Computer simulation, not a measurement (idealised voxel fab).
Process module under the name voxel wiring stack
Displayed cross-section: cut, width of 240 nm, square cells sized 5 nm.
Cross-section = grid of square cells, listed top down in bands; band = one or more rows.
Top, bottom (nm), then materials left to right with widths (nm); lone material tagged "edge to edge" fills the whole band edge to edge; "air" = empty space.
Height datum 0, below which the as-received substrate wafer is one material. Lowest band open at the bottom, running downward: "from 0 down".
Graded width ("30->40"): value in top row of band = first number; value in bottom row = second number; row-to-row change constant.
You'll sometimes find "nothing changed" written for a step, and that's the way of saying that nowhere in the cross-section did a cell change during that step.
Basically, "Fully sealed voids" tells you about the enclosed voids: empty spaces with no open way to the top, 8 cells or bigger, each written width x height at distance, where distance is from the left edge, all in nm.
after a step's settings: what the simulator itself notes on the step
What "overlay nm" on a step's line means: if the step has a mask, that mask lay this far to the right of its planned place, or, when the value is negative, to the left.

SET OUT BELOW ARE THE PLANNED STEPS OF THE PROCESS
1: RECEIVE | material Si
2: CONFORMAL_DEP | material SiO2 | thk nm 10
3: DIRECTIONAL_DEP | material TiN | thk nm 5
4: DIRECTIONAL_DEP | material Ru | thk nm 20
5: MASKED_ETCH | tone cover | mask id METAL_1 | width nm 20 | pitch nm 40 | etch materials Ru | depth nm 20 | overlay nm 0
6: MASKED_ETCH | tone cover | mask id METAL_1 | width nm 20 | pitch nm 40 | etch materials TiN | depth nm 5 | overlay nm 0
7: FILL_DEP | material SiO2 | thk nm 5
8: CMP | height nm 35
9: CONFORMAL_DEP | material SiCN | thk nm 5
10: DIRECTIONAL_DEP | material lowk | thk nm 10
11: MASKED_ETCH | tone open | mask id PLUG_1 | width nm 15 | pitch nm 80 | etch materials lowk | depth nm 10 | overlay nm 0
12: MASKED_ETCH | tone open | mask id PLUG_1 | width nm 15 | pitch nm 80 | etch materials SiCN | depth nm 5 | overlay nm 0
13: CONFORMAL_DEP | material TiN | thk nm 5
14: FILL_DEP | material Ru | thk nm 10
15: CMP | height nm 50
16: DIRECTIONAL_DEP | material TiN | thk nm 5
17: DIRECTIONAL_DEP | material Ru | thk nm 20
18: PATTERN | tone cover | mask id METAL_2 | material resist | width nm 20 | pitch nm 40 | thk nm 20 | overlay nm 0
19: DIRECTIONAL_ETCH | etch materials Ru | depth nm 20
20: DIRECTIONAL_ETCH | etch materials TiN | depth nm 5
21: STRIP | etch materials resist
22: CONFORMAL_DEP | material SiCN | thk nm 5
23: FILL_DEP | material lowk | thk nm 5
24: CMP | height nm 75
25: CONFORMAL_DEP | material SiCN | thk nm 5

AS-RECEIVED WAFER CROSS-SECTION (AFTER STEP 1)
	from 0 down | Si edge to edge
	Fully sealed voids: none

FIGURE: CROSS-SECTIONAL VIEW OF THE WAFER UPON COMPLETION OF THE MODULE, PROCESSED FROM THE INITIAL STATE AND ACCORDING TO THE PLAN DEPICTED ABOVE, WITH ONE ERROR INTRODUCED DURING EXECUTION
	from 80 to 75 | SiCN edge to edge
	from 75 to 55 | lowk=65  SiCN=5  Ru=20  SiCN=5  lowk=10  SiCN=5  Ru=20  SiCN=5  lowk=10  SiCN=5  Ru=20  SiCN=5  lowk=65
	from 55 to 50 | SiCN=70  TiN=20  SiCN=20  TiN=20  SiCN=20  TiN=20  SiCN=70
	from 50 to 40 | lowk=70  TiN=5  Ru=5  TiN=5  lowk=65  TiN=5  Ru=5  TiN=5  lowk=75
	from 40 to 35 | SiCN=70  TiN=15  SiCN=65  TiN=15  SiCN=75
	from 35 to 15 | Ru edge to edge
	from 15 to 10 | Ru=70  TiN=20  Ru=20  TiN=20  Ru=20  TiN=20  Ru=70
	from 10 to 0 | SiO2 edge to edge
	from 0 down | Si edge to edge
	Fully sealed voids: none
The plan and the run diverged here: in deviation from the planned setting, step 7 was conducted as FILL_DEP | material Ru | thk nm 5
